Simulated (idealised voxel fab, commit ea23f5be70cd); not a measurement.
The document below concerns the process module designated voxel ribs on slabs.
270 nm wide, 5 nm square cells: that's cross-section cut.
For the purposes of this document, a cross-section shall be understood as a grid of square cells, specified as bands listed in top-to-bottom order, each band consisting of one or more rows of cells. Quick guide to a band line: top height, bottom height (nm) up front; then every material left to right with its width in nm. Only one material and it's marked "edge to edge"? Then it fills the band edge to edge. And "blank" just means empty space. All heights in this document are referenced to 0, defined as the level beneath which the wafer, as received, consists entirely of one material. The lowest band is not bounded below; it extends indefinitely downward and is written in the form "top 0, no bottom". Read "30->40" as a graded width: first number on top, second number at the bottom, same change between each pair of neighbouring rows. The designation "nothing different", where it is given for a processing step, indicates that no cell of the cross-section was altered in the course of that step. Any empty space of 8 cells or more lacking an open way to the top shows up in "Enclosed void catalog" as width x height at distance, distance from the left edge, in nm. Heads up: the bit after the settings on a step's line is the simulator's remark on that step. overlay nm: right-of-plan distance of the mask on a masked step; negative values mean left-of-plan.
LIST OF PLANNED PROCESS STEPS
| 1 | RECEIVE: material Si |
| 2 | DIRECTIONAL_DEP: material SiO2, thk nm 25 |
| 3 | DIRECTIONAL_DEP: material polySi, thk nm 15 |
| 4 | MASKED_ETCH: tone cover, mask id RIB, width nm 20, etch materials polySi, depth nm 5, overlay nm 0 |
| 5 | MASKED_ETCH: tone cover, mask id SLAB, width nm 80, etch materials polySi, depth nm 10, overlay nm 0 |
| 6 | FILL_DEP: material SiO2, thk nm 15 |
| 7 | CMP: height nm 50 |
| 8 | DIRECTIONAL_DEP: material TiN, thk nm 10 |
| 9 | DIRECTIONAL_DEP: material aC, thk nm 10 |
| 10 | PATTERN: tone cover, mask id HEATER, material resist, width nm 30, thk nm 25, overlay nm 0 |
| 11 | DIRECTIONAL_ETCH: etch materials aC, depth nm 10 |
| 12 | STRIP: etch materials resist |
| 13 | DIRECTIONAL_ETCH: etch materials TiN, depth nm 10 |
| 14 | STRIP: etch materials aC |
| 15 | CONFORMAL_DEP: material SiN, thk nm 5 |
CONCERNING THE FIRST OF TWO WAFERS, WHICH WAS RUN IN ACCORDANCE WITH THE PLAN
SO THIS IS THE INCOMING WAFER IN CROSS-SECTION - IT'S ALREADY BEEN THROUGH STEP 1
- top 0, no bottom  Si edge to edge
- Enclosed void catalog: none
CROSS-SECTION OF THE WAFER AFTER STEP 2
- top 25, bottom 0  SiO2 edge to edge
- below 0: unchanged
CROSS-SECTION OF THE WAFER AFTER STEP 3
- top 40, bottom 25  polySi edge to edge
- below 25: unchanged
CROSS-SECTION OF THE WAFER AFTER STEP 4
- top 40, bottom 35  125 blank, then 20 polySi, then 125 blank
- below 35: unchanged
CROSS-SECTION OF THE WAFER AFTER STEP 5
- top 40, bottom 35  125 blank, then 20 polySi, then 125 blank
- top 35, bottom 25  95 blank, then 80 polySi, then 95 blank
- below 25: unchanged
CROSS-SECTION OF THE WAFER AFTER STEP 6
- top 55, bottom 40  SiO2 edge to edge
- top 40, bottom 35  125 SiO2, then 20 polySi, then 125 SiO2
- top 35, bottom 25  95 SiO2, then 80 polySi, then 95 SiO2
- below 25: unchanged
CROSS-SECTION OF THE WAFER AFTER STEP 7
- top 50, bottom 40  SiO2 edge to edge
- below 40: unchanged
CROSS-SECTION OF THE WAFER AFTER STEP 8
- top 60, bottom 50  TiN edge to edge
- below 50: unchanged
CROSS-SECTION OF THE WAFER AFTER STEP 9
- top 70, bottom 60  aC edge to edge
- below 60: unchanged
CROSS-SECTION OF THE WAFER AFTER STEP 10
- top 95, bottom 70  120 blank, then 30 resist, then 120 blank
- below 70: unchanged
CROSS-SECTION OF THE WAFER AFTER STEP 11
- top 85, bottom 70  120 blank, then 30 resist, then 120 blank
- top 70, bottom 60  120 blank, then 30 aC, then 120 blank
- below 60: unchanged
CROSS-SECTION OF THE WAFER AFTER STEP 12
- top 70, bottom 60  120 blank, then 30 aC, then 120 blank
- below 60: unchanged
CROSS-SECTION OF THE WAFER AFTER STEP 13
- top 70, bottom 60  120 blank, then 30 aC, then 120 blank
- top 60, bottom 50  120 blank, then 30 TiN, then 120 blank
- below 50: unchanged
CROSS-SECTION OF THE WAFER AFTER STEP 14
- top 60, bottom 50  120 blank, then 30 TiN, then 120 blank
- below 50: unchanged
CROSS-SECTION OF THE WAFER AFTER STEP 15
- top 65, bottom 60  115 blank, then 40 SiN, then 115 blank
- top 60, bottom 55  115 blank, then 5 SiN, then 30 TiN, then 5 SiN, then 115 blank
- top 55, bottom 50  120 SiN, then 30 TiN, then 120 SiN
- below 50: unchanged
WAFER TWO OF THE PAIR: SAME ORIGIN, SAME PLAN, ONE ERROR DURING THE RUN; IDENTICAL TO WAFER ONE UP TO AND INCLUDING STEP 9
WHAT THE SECOND WAFER LOOKS LIKE IN CROSS-SECTION WHEN STEP 10 SHOULD HAVE WRAPPED UP
- top 95, bottom 70  115 blank, then 40 resist, then 115 blank
- below 70: unchanged
WHAT THE SECOND WAFER LOOKS LIKE IN CROSS-SECTION WHEN STEP 11 SHOULD HAVE WRAPPED UP
- top 85, bottom 70  115 blank, then 40 resist, then 115 blank
- top 70, bottom 60  115 blank, then 40 aC, then 115 blank
- below 60: unchanged
WHAT THE SECOND WAFER LOOKS LIKE IN CROSS-SECTION WHEN STEP 12 SHOULD HAVE WRAPPED UP
- top 70, bottom 60  115 blank, then 40 aC, then 115 blank
- below 60: unchanged
WHAT THE SECOND WAFER LOOKS LIKE IN CROSS-SECTION WHEN STEP 13 SHOULD HAVE WRAPPED UP
- top 70, bottom 60  115 blank, then 40 aC, then 115 blank
- top 60, bottom 50  115 blank, then 40 TiN, then 115 blank
- below 50: unchanged
WHAT THE SECOND WAFER LOOKS LIKE IN CROSS-SECTION WHEN STEP 14 SHOULD HAVE WRAPPED UP
- top 60, bottom 50  115 blank, then 40 TiN, then 115 blank
- below 50: unchanged
WHAT THE SECOND WAFER LOOKS LIKE IN CROSS-SECTION WHEN STEP 15 SHOULD HAVE WRAPPED UP
- top 65, bottom 60  110 blank, then 50 SiN, then 110 blank
- top 60, bottom 55  110 blank, then 5 SiN, then 40 TiN, then 5 SiN, then 110 blank
- top 55, bottom 50  115 SiN, then 40 TiN, then 115 SiN
- below 50: unchanged
Diagnosis: step 10 ran differently from the plan; actual operation with settings: PATTERN: tone cover, mask id HEATER, material resist, width nm 40, thk nm 25, overlay nm 0
Wrapping up, a cell-based count of both wafers puts the second over or under the first for these materials: +4 TiN
